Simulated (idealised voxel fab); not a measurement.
Process module in this document: voxel wiring stack
The width of the displayed cross-section, cut, is 295 nm; its cells are square, with a size of 5 nm.
In what follows, cross-sections appear as grids of square cells, described through bands that run from the top down, where every band is one or more rows of cells. First you get the band's top height and its bottom height, in nm, and then the materials it's made of, left to right, with each width in nm. If you see a single material with "throughout", that one covers the band edge to edge. "blank" is empty space. Zero point of the height axis is 0; under it, received wafer = one material. Lowest band: continues down indefinitely, "0..down". The expression "30 to 40" gives the width at the extremes of the band, the first number at its top row of cells and the second at its bottom row, with the width changing by equal amounts from each row to the next in between. Take "remains unaltered" at face value: in the step it is given for, the cross-section changed in none of its cells. Listed in "Sealed voids": every empty space of 8 or more cells without an open way to the top. Form: width x height at distance, the distance being from the left edge, all in nm. Formally, on a step line, whatever follows the settings is a remark that the simulator itself makes on the step. The optional step-line setting "overlay nm" applies to steps with a mask and quantifies how far to the right of its planned location the mask lay, a negative value indicating leftward placement.

Planned step list for the process:
- 1: RECEIVE, material Si
- 2: CONFORMAL_DEP, material SiO2, thk nm 10
- 3: DIRECTIONAL_DEP, material TiN, thk nm 5
- 4: DIRECTIONAL_DEP, material Ru, thk nm 20
- 5: PATTERN, tone cover, mask id METAL_1, material resist, width nm 30, pitch nm 50, thk nm 15, overlay nm 0
- 6: DIRECTIONAL_ETCH, etch materials Ru, depth nm 20
- 7: DIRECTIONAL_ETCH, etch materials TiN, depth nm 5
- 8: STRIP, etch materials resist
- 9: FILL_DEP, material lowk, thk nm 10
- 10: CMP, height nm 35
- 11: CONFORMAL_DEP, material SiCN, thk nm 5
- 12: DIRECTIONAL_DEP, material lowk, thk nm 20
- 13: PATTERN, tone open, mask id PLUG_1, material resist, width nm 15, pitch nm 50, thk nm 20, overlay nm 0
- 14: DIRECTIONAL_ETCH, etch materials lowk, depth nm 20
- 15: DIRECTIONAL_ETCH, etch materials SiCN, depth nm 5
- 16: STRIP, etch materials resist
- 17: EPI, material Ru, thk nm 10
- 18: EPI, material Ru, thk nm 10
- 19: EPI, material Ru, thk nm 5
- 20: DIRECTIONAL_DEP, material TiN, thk nm 5
- 21: DIRECTIONAL_DEP, material W, thk nm 20
- 22: MASKED_ETCH, tone cover, mask id METAL_2, width nm 30, pitch nm 50, etch materials W, depth nm 20, overlay nm 0
- 23: MASKED_ETCH, tone cover, mask id METAL_2, width nm 30, pitch nm 50, etch materials TiN, depth nm 5, overlay nm 0
- 24: CONFORMAL_DEP, material SiN, thk nm 5
- 25: FILL_DEP, material SiO2, thk nm 10
- 26: CMP, height nm 85
- 27: CONFORMAL_DEP, material SiCN, thk nm 5

First of the two wafers, run per plan:

Cross-section of the wafer at receipt, which is the condition after step 1:
* 0..down | Si throughout
* Sealed voids: none

Wafer xsec, post step 2:
* 10..0 | SiO2 throughout
* Below 0, the layers are the same as they were.

Wafer xsec, post step 3:
* 15..10 | TiN throughout
* Below 10, the layers are the same as they were.

Wafer xsec, post step 4:
* 35..15 | Ru throughout
* Below 15, the layers are the same as they were.

Wafer xsec, post step 5:
* 50..35 | 80 nm blank; 30 nm resist; 20 nm blank; 30 nm resist; 20 nm blank; 30 nm resist; 85 nm blank
* Below 35, the layers are the same as they were.

Wafer xsec, post step 6:
* 50..35 | 80 nm blank; 30 nm resist; 20 nm blank; 30 nm resist; 20 nm blank; 30 nm resist; 85 nm blank
* 35..15 | 80 nm blank; 30 nm Ru; 20 nm blank; 30 nm Ru; 20 nm blank; 30 nm Ru; 85 nm blank
* Below 15, the layers are the same as they were.

Wafer xsec, post step 7:
* 50..35 | 80 nm blank; 30 nm resist; 20 nm blank; 30 nm resist; 20 nm blank; 30 nm resist; 85 nm blank
* 35..15 | 80 nm blank; 30 nm Ru; 20 nm blank; 30 nm Ru; 20 nm blank; 30 nm Ru; 85 nm blank
* 15..10 | 80 nm blank; 30 nm TiN; 20 nm blank; 30 nm TiN; 20 nm blank; 30 nm TiN; 85 nm blank
* Below 10, the layers are the same as they were.

Wafer xsec, post step 8:
* 35..15 | 80 nm blank; 30 nm Ru; 20 nm blank; 30 nm Ru; 20 nm blank; 30 nm Ru; 85 nm blank
* Below 15, the layers are the same as they were.

Wafer xsec, post step 9:
* 45..35 | lowk throughout
* 35..15 | 80 nm lowk; 30 nm Ru; 20 nm lowk; 30 nm Ru; 20 nm lowk; 30 nm Ru; 85 nm lowk
* 15..10 | 80 nm lowk; 30 nm TiN; 20 nm lowk; 30 nm TiN; 20 nm lowk; 30 nm TiN; 85 nm lowk
* Below 10, the layers are the same as they were.

Wafer xsec, post step 10:
* 35..15 | 80 nm lowk; 30 nm Ru; 20 nm lowk; 30 nm Ru; 20 nm lowk; 30 nm Ru; 85 nm lowk
* Below 15, the layers are the same as they were.

Wafer xsec, post step 11:
* 40..35 | SiCN throughout
* Below 35, the layers are the same as they were.

Wafer xsec, post step 12:
* 60..40 | lowk throughout
* Below 40, the layers are the same as they were.

Wafer xsec, post step 13:
* 80..60 | 80 nm resist; 15 nm blank; 35 nm resist; 15 nm blank; 35 nm resist; 15 nm blank; 100 nm resist
* Below 60, the layers are the same as they were.

Wafer xsec, post step 14:
* 80..60 | 80 nm resist; 15 nm blank; 35 nm resist; 15 nm blank; 35 nm resist; 15 nm blank; 100 nm resist
* 60..40 | 80 nm lowk; 15 nm blank; 35 nm lowk; 15 nm blank; 35 nm lowk; 15 nm blank; 100 nm lowk
* Below 40, the layers are the same as they were.

Wafer xsec, post step 15:
* 80..60 | 80 nm resist; 15 nm blank; 35 nm resist; 15 nm blank; 35 nm resist; 15 nm blank; 100 nm resist
* 60..40 | 80 nm lowk; 15 nm blank; 35 nm lowk; 15 nm blank; 35 nm lowk; 15 nm blank; 100 nm lowk
* 40..35 | 80 nm SiCN; 15 nm blank; 35 nm SiCN; 15 nm blank; 35 nm SiCN; 15 nm blank; 100 nm SiCN
* Below 35, the layers are the same as they were.

Wafer xsec, post step 16:
* 60..40 | 80 nm lowk; 15 nm blank; 35 nm lowk; 15 nm blank; 35 nm lowk; 15 nm blank; 100 nm lowk
* Below 40, the layers are the same as they were.

Wafer xsec, post step 17:
* 60..45 | 80 nm lowk; 15 nm blank; 35 nm lowk; 15 nm blank; 35 nm lowk; 15 nm blank; 100 nm lowk
* 45..40 | 80 nm lowk; 15 nm Ru; 35 nm lowk; 15 nm Ru; 35 nm lowk; 15 nm Ru; 100 nm lowk
* 40..35 | 80 nm SiCN; 15 nm Ru; 35 nm SiCN; 15 nm Ru; 35 nm SiCN; 15 nm Ru; 100 nm SiCN
* Below 35, the layers are the same as they were.

Wafer xsec, post step 18:
* 60..55 | 80 nm lowk; 15 nm blank; 35 nm lowk; 15 nm blank; 35 nm lowk; 15 nm blank; 100 nm lowk
* 55..40 | 80 nm lowk; 15 nm Ru; 35 nm lowk; 15 nm Ru; 35 nm lowk; 15 nm Ru; 100 nm lowk
* Below 40, the layers are the same as they were.

Wafer xsec, post step 19:
* 60..40 | 80 nm lowk; 15 nm Ru; 35 nm lowk; 15 nm Ru; 35 nm lowk; 15 nm Ru; 100 nm lowk
* Below 40, the layers are the same as they were.

Wafer xsec, post step 20:
* 65..60 | TiN throughout
* Below 60, the layers are the same as they were.

Wafer xsec, post step 21:
* 85..65 | W throughout
* Below 65, the layers are the same as they were.

Wafer xsec, post step 22:
* 85..65 | 80 nm blank; 30 nm W; 20 nm blank; 30 nm W; 20 nm blank; 30 nm W; 85 nm blank
* Below 65, the layers are the same as they were.

Wafer xsec, post step 23:
* 85..65 | 80 nm blank; 30 nm W; 20 nm blank; 30 nm W; 20 nm blank; 30 nm W; 85 nm blank
* 65..60 | 80 nm blank; 30 nm TiN; 20 nm blank; 30 nm TiN; 20 nm blank; 30 nm TiN; 85 nm blank
* Below 60, the layers are the same as they were.

Wafer xsec, post step 24:
* 90..85 | 75 nm blank; 40 nm SiN; 10 nm blank; 40 nm SiN; 10 nm blank; 40 nm SiN; 80 nm blank
* 85..65 | 75 nm blank; 5 nm SiN; 30 nm W; 5 nm SiN; 10 nm blank; 5 nm SiN; 30 nm W; 5 nm SiN; 10 nm blank; 5 nm SiN; 30 nm W; 5 nm SiN; 80 nm blank
* 65..60 | 80 nm SiN; 30 nm TiN; 20 nm SiN; 30 nm TiN; 20 nm SiN; 30 nm TiN; 85 nm SiN
* Below 60, the layers are the same as they were.

Wafer xsec, post step 25:
* 100..90 | SiO2 throughout
* 90..85 | 75 nm SiO2; 40 nm SiN; 10 nm SiO2; 40 nm SiN; 10 nm SiO2; 40 nm SiN; 80 nm SiO2
* 85..65 | 75 nm SiO2; 5 nm SiN; 30 nm W; 5 nm SiN; 10 nm SiO2; 5 nm SiN; 30 nm W; 5 nm SiN; 10 nm SiO2; 5 nm SiN; 30 nm W; 5 nm SiN; 80 nm SiO2
* Below 65, the layers are the same as they were.

Wafer xsec, post step 26:
* 85..65 | 75 nm SiO2; 5 nm SiN; 30 nm W; 5 nm SiN; 10 nm SiO2; 5 nm SiN; 30 nm W; 5 nm SiN; 10 nm SiO2; 5 nm SiN; 30 nm W; 5 nm SiN; 80 nm SiO2
* Below 65, the layers are the same as they were.

Wafer xsec, post step 27:
* 90..85 | SiCN throughout
* Below 85, the layers are the same as they were.

Second wafer - shared start and plan with the first - one error in running - same as the first up to step 2 inclusive:

Second wafer cross-section, taken as of the time the plan sets for step 3 to be done:
* 30..10 | Ru throughout
* Below 10, the layers are the same as they were.

Second wafer cross-section, taken as of the time the plan sets for step 4 to be done:
* 35..30 | TiN throughout
* Below 30, the layers are the same as they were.

Second wafer cross-section, taken as of the time the plan sets for step 5 to be done:
* 50..35 | 80 nm blank; 30 nm resist; 20 nm blank; 30 nm resist; 20 nm blank; 30 nm resist; 85 nm blank
* Below 35, the layers are the same as they were.

Second wafer cross-section, taken as of the time the plan sets for step 6 to be done: remains unaltered

Second wafer cross-section, taken as of the time the plan sets for step 7 to be done:
* 50..35 | 80 nm blank; 30 nm resist; 20 nm blank; 30 nm resist; 20 nm blank; 30 nm resist; 85 nm blank
* 35..30 | 80 nm blank; 30 nm TiN; 20 nm blank; 30 nm TiN; 20 nm blank; 30 nm TiN; 85 nm blank
* Below 30, the layers are the same as they were.

Second wafer cross-section, taken as of the time the plan sets for step 8 to be done:
* 35..30 | 80 nm blank; 30 nm TiN; 20 nm blank; 30 nm TiN; 20 nm blank; 30 nm TiN; 85 nm blank
* Below 30, the layers are the same as they were.

Second wafer cross-section, taken as of the time the plan sets for step 9 to be done:
* 45..35 | lowk throughout
* 35..30 | 80 nm lowk; 30 nm TiN; 20 nm lowk; 30 nm TiN; 20 nm lowk; 30 nm TiN; 85 nm lowk
* Below 30, the layers are the same as they were.

Second wafer cross-section, taken as of the time the plan sets for step 10 to be done:
* 35..30 | 80 nm lowk; 30 nm TiN; 20 nm lowk; 30 nm TiN; 20 nm lowk; 30 nm TiN; 85 nm lowk
* Below 30, the layers are the same as they were.

Second wafer cross-section, taken as of the time the plan sets for step 11 to be done:
* 40..35 | SiCN throughout
* Below 35, the layers are the same as they were.

Second wafer cross-section, taken as of the time the plan sets for step 12 to be done:
* 60..40 | lowk throughout
* Below 40, the layers are the same as they were.

Second wafer cross-section, taken as of the time the plan sets for step 13 to be done:
* 80..60 | 80 nm resist; 15 nm blank; 35 nm resist; 15 nm blank; 35 nm resist; 15 nm blank; 100 nm resist
* Below 60, the layers are the same as they were.

Second wafer cross-section, taken as of the time the plan sets for step 14 to be done:
* 80..60 | 80 nm resist; 15 nm blank; 35 nm resist; 15 nm blank; 35 nm resist; 15 nm blank; 100 nm resist
* 60..40 | 80 nm lowk; 15 nm blank; 35 nm lowk; 15 nm blank; 35 nm lowk; 15 nm blank; 100 nm lowk
* Below 40, the layers are the same as they were.

Second wafer cross-section, taken as of the time the plan sets for step 15 to be done:
* 80..60 | 80 nm resist; 15 nm blank; 35 nm resist; 15 nm blank; 35 nm resist; 15 nm blank; 100 nm resist
* 60..40 | 80 nm lowk; 15 nm blank; 35 nm lowk; 15 nm blank; 35 nm lowk; 15 nm blank; 100 nm lowk
* 40..35 | 80 nm SiCN; 15 nm blank; 35 nm SiCN; 15 nm blank; 35 nm SiCN; 15 nm blank; 100 nm SiCN
* Below 35, the layers are the same as they were.

Second wafer cross-section, taken as of the time the plan sets for step 16 to be done:
* 60..40 | 80 nm lowk; 15 nm blank; 35 nm lowk; 15 nm blank; 35 nm lowk; 15 nm blank; 100 nm lowk
* Below 40, the layers are the same as they were.

Second wafer cross-section, taken as of the time the plan sets for step 17 to be done:
* 60..45 | 80 nm lowk; 15 nm blank; 35 nm lowk; 15 nm blank; 35 nm lowk; 15 nm blank; 100 nm lowk
* 45..40 | 80 nm lowk; 15 nm Ru; 35 nm lowk; 15 nm Ru; 35 nm lowk; 15 nm Ru; 100 nm lowk
* 40..35 | 80 nm SiCN; 15 nm Ru; 35 nm SiCN; 15 nm Ru; 35 nm SiCN; 15 nm Ru; 100 nm SiCN
* Below 35, the layers are the same as they were.

Second wafer cross-section, taken as of the time the plan sets for step 18 to be done:
* 60..55 | 80 nm lowk; 15 nm blank; 35 nm lowk; 15 nm blank; 35 nm lowk; 15 nm blank; 100 nm lowk
* 55..40 | 80 nm lowk; 15 nm Ru; 35 nm lowk; 15 nm Ru; 35 nm lowk; 15 nm Ru; 100 nm lowk
* Below 40, the layers are the same as they were.

Second wafer cross-section, taken as of the time the plan sets for step 19 to be done:
* 60..40 | 80 nm lowk; 15 nm Ru; 35 nm lowk; 15 nm Ru; 35 nm lowk; 15 nm Ru; 100 nm lowk
* Below 40, the layers are the same as they were.

Second wafer cross-section, taken as of the time the plan sets for step 20 to be done:
* 65..60 | TiN throughout
* Below 60, the layers are the same as they were.

Second wafer cross-section, taken as of the time the plan sets for step 21 to be done:
* 85..65 | W throughout
* Below 65, the layers are the same as they were.

Second wafer cross-section, taken as of the time the plan sets for step 22 to be done:
* 85..65 | 80 nm blank; 30 nm W; 20 nm blank; 30 nm W; 20 nm blank; 30 nm W; 85 nm blank
* Below 65, the layers are the same as they were.

Second wafer cross-section, taken as of the time the plan sets for step 23 to be done:
* 85..65 | 80 nm blank; 30 nm W; 20 nm blank; 30 nm W; 20 nm blank; 30 nm W; 85 nm blank
* 65..60 | 80 nm blank; 30 nm TiN; 20 nm blank; 30 nm TiN; 20 nm blank; 30 nm TiN; 85 nm blank
* Below 60, the layers are the same as they were.

Second wafer cross-section, taken as of the time the plan sets for step 24 to be done:
* 90..85 | 75 nm blank; 40 nm SiN; 10 nm blank; 40 nm SiN; 10 nm blank; 40 nm SiN; 80 nm blank
* 85..65 | 75 nm blank; 5 nm SiN; 30 nm W; 5 nm SiN; 10 nm blank; 5 nm SiN; 30 nm W; 5 nm SiN; 10 nm blank; 5 nm SiN; 30 nm W; 5 nm SiN; 80 nm blank
* 65..60 | 80 nm SiN; 30 nm TiN; 20 nm SiN; 30 nm TiN; 20 nm SiN; 30 nm TiN; 85 nm SiN
* Below 60, the layers are the same as they were.

Second wafer cross-section, taken as of the time the plan sets for step 25 to be done:
* 100..90 | SiO2 throughout
* 90..85 | 75 nm SiO2; 40 nm SiN; 10 nm SiO2; 40 nm SiN; 10 nm SiO2; 40 nm SiN; 80 nm SiO2
* 85..65 | 75 nm SiO2; 5 nm SiN; 30 nm W; 5 nm SiN; 10 nm SiO2; 5 nm SiN; 30 nm W; 5 nm SiN; 10 nm SiO2; 5 nm SiN; 30 nm W; 5 nm SiN; 80 nm SiO2
* Below 65, the layers are the same as they were.

Second wafer cross-section, taken as of the time the plan sets for step 26 to be done:
* 85..65 | 75 nm SiO2; 5 nm SiN; 30 nm W; 5 nm SiN; 10 nm SiO2; 5 nm SiN; 30 nm W; 5 nm SiN; 10 nm SiO2; 5 nm SiN; 30 nm W; 5 nm SiN; 80 nm SiO2
* Below 65, the layers are the same as they were.

Second wafer cross-section, taken as of the time the plan sets for step 27 to be done:
* 90..85 | SiCN throughout
* Below 85, the layers are the same as they were.
Plan not followed: step 4 occupied the plan position of step 3, and the converse holds as well
Final difference in cells, second wafer against first, listed per material as more or fewer: Ru +164 | lowk -164
